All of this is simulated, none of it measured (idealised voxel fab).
The document below concerns the process module designated voxel gate over fins.
Cross-section cut spans 290 nm and uses square cells 5 nm in size.
Throughout this document, each cross-section is represented as a grid of square cells and is presented as a sequence of bands enumerated from the top downward, where a band comprises one or more rows of cells. First you get the band's top height and its bottom height, in nm, and then the materials it's made of, left to right, with each width in nm. If you see a single material with "full width", that one covers the band edge to edge. "blank" is empty space. All heights in this document are referenced to 0, defined as the level beneath which the wafer, as received, consists entirely of one material. The lowest band is not bounded below; it extends indefinitely downward and is written in the form "top 0, no bottom". It should be noted that a width expressed as "30->40" varies in equal increments from row to row of cells within the band, taking the value of the first number at the top row and that of the second number at the bottom row. Step marked "everything unchanged"? Then no cell in the cross-section changed in it. In the "Closed void listing" entry, you get each enclosed empty space of 8 cells or more, one with no open way to the top, written width x height at distance, distance from the left edge, in nm. Step line, after settings: the simulator's comment on this step. "overlay nm", when on a step's line for a step with a mask, measures how far to the right of its planned place the mask lay; a negative measure means to the left.

THIS SECTION LISTS THE PROCESS STEPS THAT WERE PLANNED
1,RECEIVE: material Si
2,CONFORMAL_DEP: material SiN, thk nm 5
3,DIRECTIONAL_DEP: material aC, thk nm 10
4,PATTERN: tone cover, mask id FINS, material resist, width nm 15, pitch nm 55, thk nm 30, overlay nm 0
5,DIRECTIONAL_ETCH: etch materials aC, depth nm 10
6,STRIP: etch materials resist
7,DIRECTIONAL_ETCH: etch materials SiN, depth nm 5
8,DIRECTIONAL_ETCH: etch materials Si, depth nm 35
9,STRIP: etch materials aC
10,FILL_DEP: material SiO2, thk nm 15
11,CMP: height nm 5
12,DIRECTIONAL_DEP: material aC, thk nm 15
13,PATTERN: tone open, mask id RAIL, material resist, width nm 15, thk nm 35, overlay nm 0
14,DIRECTIONAL_ETCH: etch materials aC, depth nm 15
15,STRIP: etch materials resist
16,DIRECTIONAL_ETCH: etch materials SiO2, depth nm 35
17,STRIP: etch materials aC
18,CONFORMAL_DEP: material TiN, thk nm 5
19,FILL_DEP: material Ru, thk nm 5
20,CMP: height nm 5
21,SELECTIVE_ETCH: etch materials W Ru TiN, depth nm 20
22,FILL_DEP: material SiO2, thk nm 5
23,CMP: height nm 5
24,SELECTIVE_ETCH: etch materials SiO2, depth nm 15
25,STRIP: etch materials SiN
26,CONFORMAL_DEP: material HfO2, thk nm 5
27,CONFORMAL_DEP: material TiN, thk nm 5
28,CONFORMAL_DEP: material TiAl, thk nm 5
29,CONFORMAL_DEP: material TiN, thk nm 5
30,FILL_DEP: material W, thk nm 15
31,CMP: height nm 30
32,CONFORMAL_DEP: material SiCN, thk nm 10

BELOW: THE FIRST OF TWO WAFERS, RUN AS PLANNED

AS-RECEIVED WAFER CROSS-SECTION (AFTER STEP 1)
  top 0, no bottom  Si full width
  Closed void listing: none

CROSS-SECTION OF THE WAFER AFTER STEP 2
  top 5, bottom 0  SiN full width
  Note: structure below 0 unchanged.

CROSS-SECTION OF THE WAFER AFTER STEP 3
  top 15, bottom 5  aC full width
  Note: structure below 5 unchanged.

CROSS-SECTION OF THE WAFER AFTER STEP 4
  top 45, bottom 15  blank=110, resist=15, blank=40, resist=15, blank=110
  Note: structure below 15 unchanged.

CROSS-SECTION OF THE WAFER AFTER STEP 5
  top 35, bottom 15  blank=110, resist=15, blank=40, resist=15, blank=110
  top 15, bottom 5  blank=110, aC=15, blank=40, aC=15, blank=110
  Note: structure below 5 unchanged.

CROSS-SECTION OF THE WAFER AFTER STEP 6
  top 15, bottom 5  blank=110, aC=15, blank=40, aC=15, blank=110
  Note: structure below 5 unchanged.

CROSS-SECTION OF THE WAFER AFTER STEP 7
  top 15, bottom 5  blank=110, aC=15, blank=40, aC=15, blank=110
  top 5, bottom 0  blank=110, SiN=15, blank=40, SiN=15, blank=110
  Note: structure below 0 unchanged.

CROSS-SECTION OF THE WAFER AFTER STEP 8
  top 15, bottom 5  blank=110, aC=15, blank=40, aC=15, blank=110
  top 5, bottom 0  blank=110, SiN=15, blank=40, SiN=15, blank=110
  top 0, bottom -35  blank=110, Si=15, blank=40, Si=15, blank=110
  Note: structure below -35 unchanged.

CROSS-SECTION OF THE WAFER AFTER STEP 9
  top 5, bottom 0  blank=110, SiN=15, blank=40, SiN=15, blank=110
  Note: structure below 0 unchanged.

CROSS-SECTION OF THE WAFER AFTER STEP 10
  top 20, bottom 5  SiO2 full width
  top 5, bottom 0  SiO2=110, SiN=15, SiO2=40, SiN=15, SiO2=110
  top 0, bottom -35  SiO2=110, Si=15, SiO2=40, Si=15, SiO2=110
  Note: structure below -35 unchanged.

CROSS-SECTION OF THE WAFER AFTER STEP 11
  top 5, bottom 0  SiO2=110, SiN=15, SiO2=40, SiN=15, SiO2=110
  Note: structure below 0 unchanged.

CROSS-SECTION OF THE WAFER AFTER STEP 12
  top 20, bottom 5  aC full width
  Note: structure below 5 unchanged.

CROSS-SECTION OF THE WAFER AFTER STEP 13
  top 55, bottom 20  resist=135, blank=15, resist=140
  Note: structure below 20 unchanged.

CROSS-SECTION OF THE WAFER AFTER STEP 14
  top 40, bottom 20  resist=135, blank=15, resist=140
  top 20, bottom 5  aC=135, blank=15, aC=140
  Note: structure below 5 unchanged.

CROSS-SECTION OF THE WAFER AFTER STEP 15
  top 20, bottom 5  aC=135, blank=15, aC=140
  Note: structure below 5 unchanged.

CROSS-SECTION OF THE WAFER AFTER STEP 16
  top 20, bottom 5  aC=135, blank=15, aC=140
  top 5, bottom 0  SiO2=110, SiN=15, SiO2=10, blank=15, SiO2=15, SiN=15, SiO2=110
  top 0, bottom -30  SiO2=110, Si=15, SiO2=10, blank=15, SiO2=15, Si=15, SiO2=110
  Note: structure below -30 unchanged.

CROSS-SECTION OF THE WAFER AFTER STEP 17
  top 5, bottom 0  SiO2=110, SiN=15, SiO2=10, blank=15, SiO2=15, SiN=15, SiO2=110
  Note: structure below 0 unchanged.

CROSS-SECTION OF THE WAFER AFTER STEP 18
  top 10, bottom 5  TiN=140, blank=5, TiN=145
  top 5, bottom 0  SiO2=110, SiN=15, SiO2=10, TiN=5, blank=5, TiN=5, SiO2=15, SiN=15, SiO2=110
  top 0, bottom -25  SiO2=110, Si=15, SiO2=10, TiN=5, blank=5, TiN=5, SiO2=15, Si=15, SiO2=110
  top -25, bottom -30  SiO2=110, Si=15, SiO2=10, TiN=15, SiO2=15, Si=15, SiO2=110
  Note: structure below -30 unchanged.

CROSS-SECTION OF THE WAFER AFTER STEP 19
  top 15, bottom 10  Ru full width
  top 10, bottom 5  TiN=140, Ru=5, TiN=145
  top 5, bottom 0  SiO2=110, SiN=15, SiO2=10, TiN=5, Ru=5, TiN=5, SiO2=15, SiN=15, SiO2=110
  top 0, bottom -25  SiO2=110, Si=15, SiO2=10, TiN=5, Ru=5, TiN=5, SiO2=15, Si=15, SiO2=110
  Note: structure below -25 unchanged.

CROSS-SECTION OF THE WAFER AFTER STEP 20
  top 5, bottom 0  SiO2=110, SiN=15, SiO2=10, TiN=5, Ru=5, TiN=5, SiO2=15, SiN=15, SiO2=110
  Note: structure below 0 unchanged.

CROSS-SECTION OF THE WAFER AFTER STEP 21
  top 5, bottom 0  SiO2=110, SiN=15, SiO2=10, blank=15, SiO2=15, SiN=15, SiO2=110
  top 0, bottom -15  SiO2=110, Si=15, SiO2=10, blank=15, SiO2=15, Si=15, SiO2=110
  Note: structure below -15 unchanged.

CROSS-SECTION OF THE WAFER AFTER STEP 22
  top 10, bottom 5  SiO2 full width
  top 5, bottom 0  SiO2=110, SiN=15, SiO2=40, SiN=15, SiO2=110
  top 0, bottom -15  SiO2=110, Si=15, SiO2=40, Si=15, SiO2=110
  Note: structure below -15 unchanged.

CROSS-SECTION OF THE WAFER AFTER STEP 23
  top 5, bottom 0  SiO2=110, SiN=15, SiO2=40, SiN=15, SiO2=110
  Note: structure below 0 unchanged.

CROSS-SECTION OF THE WAFER AFTER STEP 24
  top 5, bottom 0  blank=110, SiN=15, blank=40, SiN=15, blank=110
  top 0, bottom -10  blank=110, Si=15, blank=40, Si=15, blank=110
  Note: structure below -10 unchanged.

CROSS-SECTION OF THE WAFER AFTER STEP 25
  top 0, bottom -10  blank=110, Si=15, blank=40, Si=15, blank=110
  Note: structure below -10 unchanged.

CROSS-SECTION OF THE WAFER AFTER STEP 26
  top 5, bottom 0  blank=105, HfO2=25, blank=30, HfO2=25, blank=105
  top 0, bottom -5  blank=105, HfO2=5, Si=15, HfO2=5, blank=30, HfO2=5, Si=15, HfO2=5, blank=105
  top -5, bottom -10  HfO2=110, Si=15, HfO2=40, Si=15, HfO2=110
  Note: structure below -10 unchanged.

CROSS-SECTION OF THE WAFER AFTER STEP 27
  top 10, bottom 5  blank=100, TiN=35, blank=20, TiN=35, blank=100
  top 5, bottom 0  blank=100, TiN=5, HfO2=25, TiN=5, blank=20, TiN=5, HfO2=25, TiN=5, blank=100
  top 0, bottom -5  TiN=105, HfO2=5, Si=15, HfO2=5, TiN=30, HfO2=5, Si=15, HfO2=5, TiN=105
  Note: structure below -5 unchanged.

CROSS-SECTION OF THE WAFER AFTER STEP 28
  top 15, bottom 10  blank=95, TiAl=45, blank=10, TiAl=45, blank=95
  top 10, bottom 5  blank=95, TiAl=5, TiN=35, TiAl=5, blank=10, TiAl=5, TiN=35, TiAl=5, blank=95
  top 5, bottom 0  TiAl=100, TiN=5, HfO2=25, TiN=5, TiAl=20, TiN=5, HfO2=25, TiN=5, TiAl=100
  Note: structure below 0 unchanged.

CROSS-SECTION OF THE WAFER AFTER STEP 29
  top 20, bottom 15  blank=90, TiN=110, blank=90
  top 15, bottom 10  blank=90, TiN=5, TiAl=45, TiN=10, TiAl=45, TiN=5, blank=90
  top 10, bottom 5  TiN=95, TiAl=5, TiN=35, TiAl=5, TiN=10, TiAl=5, TiN=35, TiAl=5, TiN=95
  Note: structure below 5 unchanged.

CROSS-SECTION OF THE WAFER AFTER STEP 30
  top 35, bottom 20  W full width
  top 20, bottom 15  W=90, TiN=110, W=90
  top 15, bottom 10  W=90, TiN=5, TiAl=45, TiN=10, TiAl=45, TiN=5, W=90
  Note: structure below 10 unchanged.

CROSS-SECTION OF THE WAFER AFTER STEP 31
  top 30, bottom 20  W full width
  Note: structure below 20 unchanged.

CROSS-SECTION OF THE WAFER AFTER STEP 32
  top 40, bottom 30  SiCN full width
  Note: structure below 30 unchanged.

REGARDING THE SECOND OF THE TWO WAFERS: IT SHARED THE FIRST WAFER'S STARTING CONDITION AND PROCESS PLAN, YET ONE ERROR OCCURRED DURING ITS EXECUTION. ITS HISTORY COINCIDES WITH THAT OF THE FIRST WAFER UP TO AND INCLUDING STEP 31

CROSS-SECTION OF THE SECOND WAFER AT THE TIME STEP 32 OF THE PLAN SHOULD HAVE ENDED
  top 45, bottom 30  SiCN full width
  Note: structure below 30 unchanged.
Against the plan, the run slipped here: step 32 ran as: CONFORMAL_DEP: material SiCN, thk nm 15
Final wafer comparison in cells, second versus first, more or fewer per material: SiCN +58
